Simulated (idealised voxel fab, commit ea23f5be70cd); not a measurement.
The following is a process module called voxel quadruple lines.
Cross-sectional view cut (width: 180 nm; square cell size: 5 nm).
How to read a cross-section here: the picture is a grid of square cells, written as bands going from the top down, and any band can span one or more rows of cells. Basically the band line says how high the top is and how high the bottom is, in nm, and then what's in it from left to right, every material with its width in nm. Empty space shows up as "air", and if a single material carries "throughout" it runs the full band edge to edge. Basically, 0 is our baseline, since under it the wafer straight out of the box is all one material. The bottom band has no lower end and keeps on going down, so it looks like "from 0 down". Per-row width for "30->40": begins at first number (top row of band), ends at second number (bottom row), increment between rows held constant. A step reported as "no alterations made" is a step in which no cell of the cross-section changed. The entry titled "Closed voids list" provides the empty spaces that have no open way to the top, restricted to those of 8 cells or more. Each is presented as width x height at distance, the distance being measured from the left edge, with all three in nm. It should be noted that, on the line of a given step, the content following the step's settings is a remark produced by the simulator itself with respect to that step. overlay nm: on a step with a mask, how far right of its planned place the mask lay; negative means left.
Process steps - plan:
1 RECEIVE [material Si]
2 CONFORMAL_DEP [material Al2O3] [thk nm 5]
3 DIRECTIONAL_DEP [material TiN] [thk nm 10]
4 DIRECTIONAL_DEP [material polySi] [thk nm 15]
5 DIRECTIONAL_DEP [material aC] [thk nm 25]
6 PATTERN [tone cover] [mask id MANDREL] [material resist] [width nm 25] [thk nm 35] [overlay nm 0]
7 DIRECTIONAL_ETCH [etch materials aC] [depth nm 25]
8 STRIP [etch materials resist]
9 CONFORMAL_DEP [material SiO2] [thk nm 15]
10 DIRECTIONAL_ETCH [etch materials SiO2] [depth nm 15]
11 STRIP [etch materials aC]
12 DIRECTIONAL_ETCH [etch materials polySi] [depth nm 15]
13 STRIP [etch materials SiO2]
14 CONFORMAL_DEP [material SiCN] [thk nm 5]
15 DIRECTIONAL_ETCH [etch materials SiCN] [depth nm 5]
16 STRIP [etch materials polySi]
17 DIRECTIONAL_ETCH [etch materials TiN] [depth nm 10]
18 STRIP [etch materials SiCN]
Incoming wafer in cross-section (state: after step 1):
> from 0 down: Si throughout
> Closed voids list: none
Starting structure and process plan are as shown above, but one mistake was made in running the module; the wafer cross-section at the end of the module follows:
> from 15 to 5: 65 nm air, then 5 nm TiN, then 5 nm air, then 5 nm TiN, then 15 nm air, then 5 nm TiN, then 5 nm air, then 5 nm TiN, then 70 nm air
> from 5 to 0: Al2O3 throughout
> from 0 down: Si throughout
> Closed voids list: none
It is concluded that the wafer was processed incorrectly with respect to the plan, in that step 9, actual vs plan mismatch, actual run CONFORMAL_DEP [material SiO2] [thk nm 5]
